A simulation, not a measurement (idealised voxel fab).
Process module in this document: voxel capacitor over wiring
Displayed cross-section: cut, width of 235 nm, square cells sized 5 nm.
A cross-section is a grid of square cells, given in bands from the top down. A band is one or more rows of cells.
It is stipulated that each band's entry specify, in nanometres, the height of the top of the band and then that of its bottom, followed by the materials of the band in left-to-right sequence, each together with its width in nanometres. A single material marked by the word "all across" is understood to fill the band from edge to edge; the word "empty" is understood to denote empty space.
Below 0: as-received wafer, all one material; heights counted from there. Lowest band: no bottom, goes on down, written "top 0, no bottom".
With a width like "30->40", each row of cells in the band differs from the next by the same amount, the top row carrying the first number and the bottom row the second.
A step reported as "remained unchanged" is a step in which no cell of the cross-section changed.
This entry, "Enclosed empty spaces", enumerates those empty regions of no fewer than 8 cells that possess no open connection to the top. Each region is reported in the form width x height at distance, the distance being taken from the left edge, with all three quantities expressed in nm.
Post-settings text on a step line: simulator's own remark regarding the step.
"overlay nm" on a masked step: distance the mask lay right of its planned place, negative for left.

List of planned process steps:
- 1: op RECEIVE | material Si
- 2: op CONFORMAL_DEP | material SiO2 | thk nm 10
- 3: op CONFORMAL_DEP | material SiCN | thk nm 5
- 4: op DIRECTIONAL_DEP | material SiO2 | thk nm 15
- 5: op PATTERN | tone open | mask id METAL_1 | material resist | width nm 30 | pitch nm 100 | thk nm 20 | overlay nm 0
- 6: op DIRECTIONAL_ETCH | etch materials SiO2 | depth nm 15
- 7: op DIRECTIONAL_ETCH | etch materials SiCN | depth nm 5
- 8: op STRIP | etch materials resist
- 9: op CONFORMAL_DEP | material TiN | thk nm 5
- 10: op FILL_DEP | material Cu | thk nm 5
- 11: op CMP | height nm 30
- 12: op CONFORMAL_DEP | material SiCN | thk nm 5
- 13: op DIRECTIONAL_DEP | material lowk | thk nm 15
- 14: op MASKED_ETCH | tone open | mask id PLUG_1 | width nm 15 | etch materials lowk | depth nm 15 | overlay nm 0
- 15: op MASKED_ETCH | tone open | mask id PLUG_1 | width nm 15 | etch materials SiCN | depth nm 5 | overlay nm 0
- 16: op EPI | material Ru | thk nm 10
- 17: op EPI | material Ru | thk nm 10
- 18: op DIRECTIONAL_DEP | material TiN | thk nm 5
- 19: op DIRECTIONAL_DEP | material Al2O3 | thk nm 5
- 20: op DIRECTIONAL_DEP | material TiN | thk nm 5
- 21: op MASKED_ETCH | tone cover | mask id UPPER_PLATE | width nm 75 | etch materials TiN | depth nm 5 | overlay nm 0
- 22: op MASKED_ETCH | tone cover | mask id UPPER_PLATE | width nm 75 | etch materials Al2O3 | depth nm 5 | overlay nm 0
- 23: op PATTERN | tone cover | mask id LOWER_PLATE | material resist | width nm 85 | thk nm 15 | overlay nm 0
- 24: op DIRECTIONAL_ETCH | etch materials TiN | depth nm 5
- 25: op STRIP | etch materials resist
- 26: op FILL_DEP | material SiO2 | thk nm 15
- 27: op CMP | height nm 75
- 28: op DIRECTIONAL_DEP | material aC | thk nm 10
- 29: op PATTERN | tone open | mask id PLUG_2 | material resist | width nm 15 | thk nm 30 | overlay nm 0
- 30: op DIRECTIONAL_ETCH | etch materials aC | depth nm 10
- 31: op STRIP | etch materials resist
- 32: op DIRECTIONAL_ETCH | etch materials SiO2 | depth nm 10
- 33: op STRIP | etch materials aC
- 34: op CONFORMAL_DEP | material TiN | thk nm 5
- 35: op FILL_DEP | material Cu | thk nm 10
- 36: op CMP | height nm 75
- 37: op CONFORMAL_DEP | material SiCN | thk nm 5

Cross-section, incoming material, after step 1:
    top 0, no bottom: Si all across
    Enclosed empty spaces: none

Cross-section: first of two wafers, module finished, run according to plan:
    top 80, bottom 75: SiCN all across
    top 75, bottom 70: 75 nm SiO2, 5 nm TiN, 5 nm Cu, 5 nm TiN, 145 nm SiO2
    top 70, bottom 60: 75->65 nm SiO2, 15->75 nm TiN, 145->95 nm SiO2
    top 60, bottom 55: 65 nm SiO2, 75 nm Al2O3, 95 nm SiO2
    top 55, bottom 50: 60 nm SiO2, 85 nm TiN, 90 nm SiO2
    top 50, bottom 35: 65 nm lowk, 15 nm Ru, 155 nm lowk
    top 35, bottom 30: 65 nm SiCN, 15 nm Ru, 155 nm SiCN
    top 30, bottom 15: 50 nm SiO2, 5 nm TiN, 20 nm Cu, 5 nm TiN, 70 nm SiO2, 5 nm TiN, 20 nm Cu, 5 nm TiN, 55 nm SiO2
    top 15, bottom 10: 50 nm SiCN, 30 nm TiN, 70 nm SiCN, 30 nm TiN, 55 nm SiCN
    top 10, bottom 0: SiO2 all across
    top 0, no bottom: Si all across
    Enclosed empty spaces: none

So this is wafer number two of the two, cut at the end of the module - it started where the first did and had the same plan, we just got one thing wrong running it:
    top 80, bottom 75: SiCN all across
    top 75, bottom 70: 65 nm SiO2, 25 nm TiN, 145 nm SiO2
    top 70, bottom 65: 65 nm SiO2, 25 nm Al2O3, 145 nm SiO2
    top 65, bottom 60: 60 nm SiO2, 80 nm TiN, 95 nm SiO2
    top 60, bottom 55: 55 nm SiO2, 35 nm Ru, 50 nm Al2O3, 95 nm SiO2
    top 55, bottom 50: 55 nm SiO2, 35 nm Ru, 55 nm TiN, 90 nm SiO2
    top 50, bottom 35: 65 nm lowk, 15 nm Ru, 155 nm lowk
    top 35, bottom 30: 65 nm SiCN, 15 nm Ru, 155 nm SiCN
    top 30, bottom 15: 50 nm SiO2, 5 nm TiN, 20 nm Cu, 5 nm TiN, 70 nm SiO2, 5 nm TiN, 20 nm Cu, 5 nm TiN, 55 nm SiO2
    top 15, bottom 10: 50 nm SiCN, 30 nm TiN, 70 nm SiCN, 30 nm TiN, 55 nm SiCN
    top 10, bottom 0: SiO2 all across
    top 0, no bottom: Si all across
    Enclosed empty spaces: none
Heads up, the wafer didn't run the way we planned it: among the identical steps 16 and 17, one was performed twice; which one remains unidentifiable
The closing comparison, in cells, has the second wafer with more or fewer of some materials than the first: 1 fewer of Cu; 14 more of Ru; 8 fewer of SiO2; 5 fewer of TiN
